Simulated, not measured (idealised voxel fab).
process module | voxel ribs on slabs
cross-section cut | 145 nm wide | cells 5 nm
A cross-section is a grid of square cells, given in bands from the top down. A band is one or more rows of cells.
Each band's line starts with the height of the band's top and of its bottom, in nm. Then come its materials from left to right, each with its width in nm. One material with "throughout" fills the band from edge to edge. "air" is empty space.
Height 0 is the level under which the wafer as received is all one material. The lowest band goes on downwards, as in "0 down".
A width such as "30 to 40" changes by the same amount from each row of cells to the next, from the band's top row to its bottom row.
"no change" after a step means that no cell of the cross-section changed.
closed voids: empty space of 8 cells or more with no open way to the top, each as width x height at its distance from the left edge, in nm
after a step's settings: what the simulator itself notes on the step
overlay nm, on a step with a mask: how far to the right of its planned place the mask lay; to the left if negative
plan
1 op RECEIVE | material Si
2 op DIRECTIONAL_DEP | material SiO2 | thk nm 25
3 op DIRECTIONAL_DEP | material polySi | thk nm 15
4 op DIRECTIONAL_DEP | material aC | thk nm 10
5 op PATTERN | tone cover | mask id RIB | material resist | width nm 15 | thk nm 30 | overlay nm 0
6 op DIRECTIONAL_ETCH | etch materials aC | depth nm 10
7 op STRIP | etch materials resist
8 op DIRECTIONAL_ETCH | etch materials polySi | depth nm 10
9 op STRIP | etch materials aC
10 op MASKED_ETCH | tone cover | mask id SLAB | width nm 55 | etch materials polySi | depth nm 5 | overlay nm 0
11 op FILL_DEP | material SiO2 | thk nm 25
12 op CMP | height nm 55
13 op DIRECTIONAL_DEP | material TiN | thk nm 10
14 op PATTERN | tone cover | mask id HEATER | material resist | width nm 25 | thk nm 20 | overlay nm 0
15 op DIRECTIONAL_ETCH | etch materials TiN | depth nm 10
16 op STRIP | etch materials resist
17 op CONFORMAL_DEP | material SiO2 | thk nm 5
as received, after step 1
  0 down: Si throughout
  closed voids: none
first wafer at the end, as planned
  70 to 65: air 55 | SiO2 35 | air 55
  65 to 60: air 55 | SiO2 5 | TiN 25 | SiO2 5 | air 55
  60 to 55: SiO2 60 | TiN 25 | SiO2 60
  55 to 40: SiO2 throughout
  40 to 30: SiO2 65 | polySi 15 | SiO2 65
  30 to 25: SiO2 45 | polySi 55 | SiO2 45
  25 to 0: SiO2 throughout
  0 down: Si throughout
  closed voids: none
second wafer at the end: like start, like plan, one mistake
  70 to 65: air 55 | SiO2 35 | air 55
  65 to 60: air 55 | SiO2 5 | TiN 25 | SiO2 5 | air 55
  60 to 55: SiO2 60 | TiN 25 | SiO2 60
  55 to 40: SiO2 throughout
  40 to 30: SiO2 65 | polySi 15 | SiO2 65
  30 to 25: SiO2 45 | polySi 55 | SiO2 45
  25 to 0: TiN throughout
  0 down: Si throughout
  closed voids: none
what went wrong: step 2 ran as: op DIRECTIONAL_DEP | material TiN | thk nm 25
at the end the second wafer has, in cells: 145 fewer of SiO2 | 145 more of TiN
